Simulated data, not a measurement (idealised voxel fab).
Proc. module: voxel ribs on slabs
Each square cell in cross-section cut measures 5 nm, and the section as a whole is 240 nm wide.
Cross-section layout: square cells on a grid; listed as bands, top to bottom; a band spans one or more cell rows.
A band entry consists of two parts. The first gives the height of the band's top and the height of its bottom, in nm. The rest lists the band's materials from left to right, each with its width in nm. A single material labelled with the word "full width" fills the band from edge to edge, and the word "empty" marks empty space.
Counting heights begins at 0, where everything beneath is, in the wafer as received, one material. The lowest band has no bottom; it goes on downwards, as "0 down" shows.
Per-row width for "30->40": begins at first number (top row of band), ends at second number (bottom row), increment between rows held constant.
No cell of the cross-section changed in a step that is given as "nothing was modified".
What "Entrapped voids" gives you is every empty space of 8 cells or more that is cut off from the top. Each appears as width x height at distance, with the distance taken from the left edge and width, height and distance all in nm.
Step line, after settings: the simulator's comment on this step.
overlay nm: step with mask; distance mask lay right of planned place; negative value = left of planned place.

# These are the steps we planned for the process
- 1: RECEIVE [material Si]
- 2: DIRECTIONAL_DEP [material SiO2] [thk nm 25]
- 3: DIRECTIONAL_DEP [material polySi] [thk nm 20]
- 4: PATTERN [tone cover] [mask id RIB] [material resist] [width nm 25] [thk nm 15] [overlay nm 0]
- 5: DIRECTIONAL_ETCH [etch materials polySi] [depth nm 5]
- 6: STRIP [etch materials resist]
- 7: PATTERN [tone cover] [mask id SLAB] [material resist] [width nm 75] [thk nm 20] [overlay nm 0]
- 8: DIRECTIONAL_ETCH [etch materials polySi] [depth nm 15]
- 9: STRIP [etch materials resist]
- 10: FILL_DEP [material SiO2] [thk nm 25]
- 11: CMP [height nm 65]
- 12: DIRECTIONAL_DEP [material TiN] [thk nm 10]
- 13: MASKED_ETCH [tone cover] [mask id HEATER] [width nm 35] [etch materials TiN] [depth nm 10] [overlay nm 0]
- 14: CONFORMAL_DEP [material SiO2] [thk nm 5]

# On the first of the two wafers: run conducted according to plan

# Delivered wafer in cross-section: state after step 1
    0 down = Si full width
    Entrapped voids: none

# After step 2: wafer cross-section
    25 to 0 = SiO2 full width
    Below a height of 0, the structure has not been altered.

# After step 3: wafer cross-section
    45 to 25 = polySi full width
    Below a height of 25, the structure has not been altered.

# After step 4: wafer cross-section
    60 to 45 = empty 105 nm / resist 25 nm / empty 110 nm
    Below a height of 45, the structure has not been altered.

# After step 5: wafer cross-section
    60 to 45 = empty 105 nm / resist 25 nm / empty 110 nm
    45 to 40 = empty 105 nm / polySi 25 nm / empty 110 nm
    Below a height of 40, the structure has not been altered.

# After step 6: wafer cross-section
    45 to 40 = empty 105 nm / polySi 25 nm / empty 110 nm
    Below a height of 40, the structure has not been altered.

# After step 7: wafer cross-section
    65 to 45 = empty 80 nm / resist 75 nm / empty 85 nm
    45 to 40 = empty 80 nm / resist 25 nm / polySi 25 nm / resist 25 nm / empty 85 nm
    Below a height of 40, the structure has not been altered.

# After step 8: wafer cross-section
    65 to 45 = empty 80 nm / resist 75 nm / empty 85 nm
    45 to 40 = empty 80 nm / resist 25 nm / polySi 25 nm / resist 25 nm / empty 85 nm
    40 to 25 = empty 80 nm / polySi 75 nm / empty 85 nm
    Below a height of 25, the structure has not been altered.

# After step 9: wafer cross-section
    45 to 40 = empty 105 nm / polySi 25 nm / empty 110 nm
    Below a height of 40, the structure has not been altered.

# After step 10: wafer cross-section
    70 to 45 = SiO2 full width
    45 to 40 = SiO2 105 nm / polySi 25 nm / SiO2 110 nm
    40 to 25 = SiO2 80 nm / polySi 75 nm / SiO2 85 nm
    Below a height of 25, the structure has not been altered.

# After step 11: wafer cross-section
    65 to 45 = SiO2 full width
    Below a height of 45, the structure has not been altered.

# After step 12: wafer cross-section
    75 to 65 = TiN full width
    Below a height of 65, the structure has not been altered.

# After step 13: wafer cross-section
    75 to 65 = empty 100 nm / TiN 35 nm / empty 105 nm
    Below a height of 65, the structure has not been altered.

# After step 14: wafer cross-section
    80 to 75 = empty 95 nm / SiO2 45 nm / empty 100 nm
    75 to 70 = empty 95 nm / SiO2 5 nm / TiN 35 nm / SiO2 5 nm / empty 100 nm
    70 to 65 = SiO2 100 nm / TiN 35 nm / SiO2 105 nm
    Below a height of 65, the structure has not been altered.

# Here the second wafer is described. Its start and its plan were those of the first wafer. Its run contained one mistake. Up to and including step 13, it did exactly what the first wafer did

Look at the second wafer in cross-section at the time step 14 ought to have finished: nothing was modified
In executing the process, a mistake was made relative to the plan: not run: step 14 of the plan (skipped)
at the end the second wafer has, in cells: -52 SiO2
